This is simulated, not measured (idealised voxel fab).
The following is a process module called voxel self aligned vias.
Cross-section cut spans 225 nm and uses square cells 5 nm in size.
Just so we're on the same page, the cross-sections are grids of square cells, and they're listed out in bands top to bottom, each band one or more rows deep.
Per band: top height and bottom height in nm, followed by the left-to-right materials and their widths in nm; "all across" marks a single material spanning edge to edge, "air" marks empty space.
Basically, 0 is our baseline, since under it the wafer straight out of the box is all one material. The bottom band has no lower end and keeps on going down, so it looks like "top 0, no bottom".
With a width like "30..40", each row of cells in the band differs from the next by the same amount, the top row carrying the first number and the bottom row the second.
The cross-section has no changed cell in any step marked "all unchanged".
Under "closed voids" you'll find the enclosed gaps, the ones with no way out to the top, that are 8 cells or bigger; each reads width x height at distance, with distance counted from the left edge, everything in nm.
Anything after a step's settings on that line? It's the simulator's own note about the step.
"overlay nm" answers the question of how far to the right of plan the mask lay on a step that has a mask, and when it is negative the answer is to the left.
Process steps - plan
1 op RECEIVE | material Si
2 op CONFORMAL_DEP | material SiO2 | thk nm 15
3 op CONFORMAL_DEP | material SiCN | thk nm 5
4 op DIRECTIONAL_DEP | material lowk | thk nm 30
5 op PATTERN | tone open | mask id LINES | material resist | width nm 25 | pitch nm 65 | thk nm 20 | overlay nm 0
6 op DIRECTIONAL_ETCH | etch materials lowk | depth nm 30
7 op STRIP | etch materials resist
8 op CONFORMAL_DEP | material TiN | thk nm 5
9 op FILL_DEP | material Ru | thk nm 10
10 op CMP | height nm 50
11 op SELECTIVE_ETCH | etch materials W Ru TiN | depth nm 10
12 op FILL_DEP | material SiN | thk nm 10
13 op CMP | height nm 50
14 op DIRECTIONAL_DEP | material lowk | thk nm 15
15 op MASKED_ETCH | tone open | mask id VIAS | width nm 35 | pitch nm 65 | etch materials lowk | depth nm 15 | overlay nm 0
16 op MASKED_ETCH | tone open | mask id VIAS | width nm 35 | pitch nm 65 | etch materials SiN | depth nm 10 | overlay nm 0
17 op CONFORMAL_DEP | material TiN | thk nm 5
18 op FILL_DEP | material Ru | thk nm 10
19 op CMP | height nm 65
20 op CONFORMAL_DEP | material SiCN | thk nm 5
Account of the first of two wafers, which was processed as intended
As-received wafer cross-section (after step 1)
    top 0, no bottom  Si all across
    closed voids: none
Wafer section view after processing step 2
    top 15, bottom 0  SiO2 all across
    No changes below 0.
Wafer section view after processing step 3
    top 20, bottom 15  SiCN all across
    No changes below 15.
Wafer section view after processing step 4
    top 50, bottom 20  lowk all across
    No changes below 20.
Wafer section view after processing step 5
    top 70, bottom 50  resist (65) / air (25) / resist (40) / air (25) / resist (70)
    No changes below 50.
Wafer section view after processing step 6
    top 70, bottom 50  resist (65) / air (25) / resist (40) / air (25) / resist (70)
    top 50, bottom 20  lowk (65) / air (25) / lowk (40) / air (25) / lowk (70)
    No changes below 20.
Wafer section view after processing step 7
    top 50, bottom 20  lowk (65) / air (25) / lowk (40) / air (25) / lowk (70)
    No changes below 20.
Wafer section view after processing step 8
    top 55, bottom 50  TiN (70) / air (15) / TiN (50) / air (15) / TiN (75)
    top 50, bottom 25  lowk (65) / TiN (5) / air (15) / TiN (5) / lowk (40) / TiN (5) / air (15) / TiN (5) / lowk (70)
    top 25, bottom 20  lowk (65) / TiN (25) / lowk (40) / TiN (25) / lowk (70)
    No changes below 20.
Wafer section view after processing step 9
    top 65, bottom 55  Ru all across
    top 55, bottom 50  TiN (70) / Ru (15) / TiN (50) / Ru (15) / TiN (75)
    top 50, bottom 25  lowk (65) / TiN (5) / Ru (15) / TiN (5) / lowk (40) / TiN (5) / Ru (15) / TiN (5) / lowk (70)
    No changes below 25.
Wafer section view after processing step 10
    top 50, bottom 25  lowk (65) / TiN (5) / Ru (15) / TiN (5) / lowk (40) / TiN (5) / Ru (15) / TiN (5) / lowk (70)
    No changes below 25.
Wafer section view after processing step 11
    top 50, bottom 40  lowk (65) / air (25) / lowk (40) / air (25) / lowk (70)
    No changes below 40.
Wafer section view after processing step 12
    top 60, bottom 50  SiN all across
    top 50, bottom 40  lowk (65) / SiN (25) / lowk (40) / SiN (25) / lowk (70)
    No changes below 40.
Wafer section view after processing step 13
    top 50, bottom 40  lowk (65) / SiN (25) / lowk (40) / SiN (25) / lowk (70)
    No changes below 40.
Wafer section view after processing step 14
    top 65, bottom 50  lowk all across
    No changes below 50.
Wafer section view after processing step 15
    top 65, bottom 50  lowk (60) / air (35) / lowk (30) / air (35) / lowk (65)
    No changes below 50.
Wafer section view after processing step 16
    top 65, bottom 50  lowk (60) / air (35) / lowk (30) / air (35) / lowk (65)
    top 50, bottom 40  lowk (65) / air (25) / lowk (40) / air (25) / lowk (70)
    No changes below 40.
Wafer section view after processing step 17
    top 70, bottom 65  TiN (65) / air (25) / TiN (40) / air (25) / TiN (70)
    top 65, bottom 55  lowk (60) / TiN (5) / air (25) / TiN (5) / lowk (30) / TiN (5) / air (25) / TiN (5) / lowk (65)
    top 55, bottom 45  lowk (60..65) / TiN (10..5) / air (15) / TiN (10..5) / lowk (30..40) / TiN (10..5) / air (15) / TiN (10..5) / lowk (65..70)
    top 45, bottom 40  lowk (65) / TiN (25) / lowk (40) / TiN (25) / lowk (70)
    No changes below 40.
Wafer section view after processing step 18
    top 80, bottom 70  Ru all across
    top 70, bottom 65  TiN (65) / Ru (25) / TiN (40) / Ru (25) / TiN (70)
    top 65, bottom 55  lowk (60) / TiN (5) / Ru (25) / TiN (5) / lowk (30) / TiN (5) / Ru (25) / TiN (5) / lowk (65)
    top 55, bottom 45  lowk (60..65) / TiN (10..5) / Ru (15) / TiN (10..5) / lowk (30..40) / TiN (10..5) / Ru (15) / TiN (10..5) / lowk (65..70)
    No changes below 45.
Wafer section view after processing step 19
    top 65, bottom 55  lowk (60) / TiN (5) / Ru (25) / TiN (5) / lowk (30) / TiN (5) / Ru (25) / TiN (5) / lowk (65)
    No changes below 55.
Wafer section view after processing step 20
    top 70, bottom 65  SiCN all across
    No changes below 65.
Second wafer, same starting conditions and recipe as the first, one mistake in executing it, nothing differs from the first up to and including step 1
Planned end of step 2: second wafer, cross-section
    top 5, bottom 0  SiCN all across
    No changes below 0.
Planned end of step 3: second wafer, cross-section
    top 20, bottom 5  SiO2 all across
    No changes below 5.
Planned end of step 4: second wafer, cross-section
    top 50, bottom 20  lowk all across
    No changes below 20.
Planned end of step 5: second wafer, cross-section
    top 70, bottom 50  resist (65) / air (25) / resist (40) / air (25) / resist (70)
    No changes below 50.
Planned end of step 6: second wafer, cross-section
    top 70, bottom 50  resist (65) / air (25) / resist (40) / air (25) / resist (70)
    top 50, bottom 20  lowk (65) / air (25) / lowk (40) / air (25) / lowk (70)
    No changes below 20.
Planned end of step 7: second wafer, cross-section
    top 50, bottom 20  lowk (65) / air (25) / lowk (40) / air (25) / lowk (70)
    No changes below 20.
Planned end of step 8: second wafer, cross-section
    top 55, bottom 50  TiN (70) / air (15) / TiN (50) / air (15) / TiN (75)
    top 50, bottom 25  lowk (65) / TiN (5) / air (15) / TiN (5) / lowk (40) / TiN (5) / air (15) / TiN (5) / lowk (70)
    top 25, bottom 20  lowk (65) / TiN (25) / lowk (40) / TiN (25) / lowk (70)
    No changes below 20.
Planned end of step 9: second wafer, cross-section
    top 65, bottom 55  Ru all across
    top 55, bottom 50  TiN (70) / Ru (15) / TiN (50) / Ru (15) / TiN (75)
    top 50, bottom 25  lowk (65) / TiN (5) / Ru (15) / TiN (5) / lowk (40) / TiN (5) / Ru (15) / TiN (5) / lowk (70)
    No changes below 25.
Planned end of step 10: second wafer, cross-section
    top 50, bottom 25  lowk (65) / TiN (5) / Ru (15) / TiN (5) / lowk (40) / TiN (5) / Ru (15) / TiN (5) / lowk (70)
    No changes below 25.
Planned end of step 11: second wafer, cross-section
    top 50, bottom 40  lowk (65) / air (25) / lowk (40) / air (25) / lowk (70)
    No changes below 40.
Planned end of step 12: second wafer, cross-section
    top 60, bottom 50  SiN all across
    top 50, bottom 40  lowk (65) / SiN (25) / lowk (40) / SiN (25) / lowk (70)
    No changes below 40.
Planned end of step 13: second wafer, cross-section
    top 50, bottom 40  lowk (65) / SiN (25) / lowk (40) / SiN (25) / lowk (70)
    No changes below 40.
Planned end of step 14: second wafer, cross-section
    top 65, bottom 50  lowk all across
    No changes below 50.
Planned end of step 15: second wafer, cross-section
    top 65, bottom 50  lowk (60) / air (35) / lowk (30) / air (35) / lowk (65)
    No changes below 50.
Planned end of step 16: second wafer, cross-section
    top 65, bottom 50  lowk (60) / air (35) / lowk (30) / air (35) / lowk (65)
    top 50, bottom 40  lowk (65) / air (25) / lowk (40) / air (25) / lowk (70)
    No changes below 40.
Planned end of step 17: second wafer, cross-section
    top 70, bottom 65  TiN (65) / air (25) / TiN (40) / air (25) / TiN (70)
    top 65, bottom 55  lowk (60) / TiN (5) / air (25) / TiN (5) / lowk (30) / TiN (5) / air (25) / TiN (5) / lowk (65)
    top 55, bottom 45  lowk (60..65) / TiN (10..5) / air (15) / TiN (10..5) / lowk (30..40) / TiN (10..5) / air (15) / TiN (10..5) / lowk (65..70)
    top 45, bottom 40  lowk (65) / TiN (25) / lowk (40) / TiN (25) / lowk (70)
    No changes below 40.
Planned end of step 18: second wafer, cross-section
    top 80, bottom 70  Ru all across
    top 70, bottom 65  TiN (65) / Ru (25) / TiN (40) / Ru (25) / TiN (70)
    top 65, bottom 55  lowk (60) / TiN (5) / Ru (25) / TiN (5) / lowk (30) / TiN (5) / Ru (25) / TiN (5) / lowk (65)
    top 55, bottom 45  lowk (60..65) / TiN (10..5) / Ru (15) / TiN (10..5) / lowk (30..40) / TiN (10..5) / Ru (15) / TiN (10..5) / lowk (65..70)
    No changes below 45.
Planned end of step 19: second wafer, cross-section
    top 65, bottom 55  lowk (60) / TiN (5) / Ru (25) / TiN (5) / lowk (30) / TiN (5) / Ru (25) / TiN (5) / lowk (65)
    No changes below 55.
Planned end of step 20: second wafer, cross-section
    top 70, bottom 65  SiCN all across
    No changes below 65.
What went wrong in running the wafer? a sequencing error occurred in which plan steps 2 and 3 were transposed
Heads up: at the end the two wafers have identical cell counts per material, they're just laid out differently.
